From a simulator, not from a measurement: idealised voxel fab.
process module | voxel self aligned contacts
cross-section cut | 280 nm wide | cells 5 nm
A cross-section is a grid of square cells, given in bands from the top down. A band is one or more rows of cells.
Each band's line starts with the height of the band's top and of its bottom, in nm. Then come its materials from left to right, each with its width in nm. One material with "throughout" fills the band from edge to edge. "air" is empty space.
Height 0 is the level under which the wafer as received is all one material. The lowest band goes on downwards, as in "0 down".
A width such as "30 to 40" changes by the same amount from each row of cells to the next, from the band's top row to its bottom row.
"no change" after a step means that no cell of the cross-section changed.
closed voids: empty space of 8 cells or more with no open way to the top, each as width x height at its distance from the left edge, in nm
after a step's settings: what the simulator itself notes on the step
overlay nm, on a step with a mask: how far to the right of its planned place the mask lay; to the left if negative
plan
1 op RECEIVE | material Si
2 op CONFORMAL_DEP | material SiO2 | thk nm 5
3 op DIRECTIONAL_DEP | material polySi | thk nm 30
4 op DIRECTIONAL_DEP | material SiN | thk nm 15
5 op MASKED_ETCH | tone cover | mask id GATE | width nm 25 | pitch nm 60 | etch materials SiN | depth nm 15 | overlay nm 0
6 op MASKED_ETCH | tone cover | mask id GATE | width nm 25 | pitch nm 60 | etch materials polySi | depth nm 30 | overlay nm 0
7 op CONFORMAL_DEP | material SiN | thk nm 5
8 op DIRECTIONAL_ETCH | etch materials SiN | depth nm 5
9 op FILL_DEP | material SiO2 | thk nm 20
10 op CMP | height nm 60
11 op PATTERN | tone open | mask id CONTACT | material resist | width nm 45 | thk nm 15 | overlay nm 0
12 op DIRECTIONAL_ETCH | etch materials SiO2 | depth nm 60
13 op STRIP | etch materials resist
14 op CONFORMAL_DEP | material TiN | thk nm 5
15 op FILL_DEP | material Ru | thk nm 5
16 op CMP | height nm 60
17 op CONFORMAL_DEP | material SiN | thk nm 5
as received, after step 1
  0 down: Si throughout
  closed voids: none
first wafer at the end, as planned
  65 to 60: SiN throughout
  60 to 50: SiO2 115 | TiN 5 to 15 | Ru 35 to 15 | TiN 5 to 15 | SiO2 120
  50 to 35: SiO2 90 | SiN 35 | TiN 5 | Ru 15 | TiN 5 | SiN 35 | SiO2 95
  35 to 5: SiO2 90 | SiN 5 | polySi 25 | SiN 5 | TiN 5 | Ru 15 | TiN 5 | SiN 5 | polySi 25 | SiN 5 | SiO2 95
  5 to 0: SiO2 125 | TiN 25 | SiO2 130
  0 down: Si throughout
  closed voids: none
second wafer at the end: like start, like plan, one mistake
  65 to 60: SiN throughout
  60 to 45: SiO2 90 | SiN 35 | TiN 5 | Ru 15 | TiN 5 | SiN 35 | SiO2 95
  45 to 20: SiO2 90 | SiN 5 | polySi 25 | SiN 5 | TiN 5 | Ru 15 | TiN 5 | SiN 5 | polySi 25 | SiN 5 | SiO2 95
  20 to 15: SiO2 90 | SiN 5 | polySi 25 | SiN 5 | TiN 25 | SiN 5 | polySi 25 | SiN 5 | SiO2 95
  15 to 5: polySi throughout
  5 to 0: SiO2 throughout
  0 down: Si throughout
  closed voids: none
what went wrong: step 3 ran as: op DIRECTIONAL_DEP | material polySi | thk nm 40
at the end the second wafer has, in cells: 13 fewer of Ru | 89 fewer of SiO2 | 10 fewer of TiN | 112 more of polySi
